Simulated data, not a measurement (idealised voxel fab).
process module | voxel air gaps
cross-section cut | 235 nm wide | cells 5 nm
A cross-section is a grid of square cells, given in bands from the top down. A band is one or more rows of cells.
Each band's line starts with the height of the band's top and of its bottom, in nm. Then come its materials from left to right, each with its width in nm. One material with "throughout" fills the band from edge to edge. "air" is empty space.
Height 0 is the level under which the wafer as received is all one material. The lowest band goes on downwards, as in "0 down".
A width such as "30 to 40" changes by the same amount from each row of cells to the next, from the band's top row to its bottom row.
"no change" after a step means that no cell of the cross-section changed.
closed voids: empty space of 8 cells or more with no open way to the top, each as width x height at its distance from the left edge, in nm
after a step's settings: what the simulator itself notes on the step
overlay nm, on a step with a mask: how far to the right of its planned place the mask lay; to the left if negative
plan
1 op RECEIVE | material Si
2 op CONFORMAL_DEP | material SiO2 | thk nm 10
3 op CONFORMAL_DEP | material SiN | thk nm 5
4 op DIRECTIONAL_DEP | material SiO2 | thk nm 35
5 op MASKED_ETCH | tone open | mask id LINES | width nm 15 | pitch nm 40 | etch materials SiO2 | depth nm 35 | overlay nm 0
6 op CONFORMAL_DEP | material TiN | thk nm 5
7 op FILL_DEP | material Ru | thk nm 5
8 op CMP | height nm 50
9 op EPI | material Ru | thk nm 10
10 op SELECTIVE_ETCH | etch materials SiO2 | depth nm 45
11 op CONFORMAL_DEP | material SiCN | thk nm 5
as received, after step 1
  0 down: Si throughout
  closed voids: none
a wafer at the end: this start, this plan, one mistake
  65 to 60: air 35 | SiCN 165 | air 35
  60 to 50: air 35 | SiCN 5 | Ru 35 | SiCN 5 | Ru 35 | SiCN 5 | Ru 35 | SiCN 5 | Ru 35 | SiCN 5 | air 35
  50 to 20: air 35 | SiCN 5 | Ru 10 | TiN 5 | Ru 5 | TiN 5 | Ru 10 | SiCN 5 | Ru 10 | TiN 5 | Ru 5 | TiN 5 | Ru 10 | SiCN 5 | Ru 10 | TiN 5 | Ru 5 | TiN 5 | Ru 10 | SiCN 5 | Ru 10 | TiN 5 | Ru 5 | TiN 5 | Ru 10 | SiCN 5 | air 35
  20 to 15: SiCN 40 | Ru 10 | TiN 15 | Ru 10 | SiCN 5 | Ru 10 | TiN 15 | Ru 10 | SiCN 5 | Ru 10 | TiN 15 | Ru 10 | SiCN 5 | Ru 10 | TiN 15 | Ru 10 | SiCN 40
  15 to 10: SiN throughout
  10 to 0: SiO2 throughout
  0 down: Si throughout
  closed voids: none
what went wrong: steps 9 and 10 were swapped
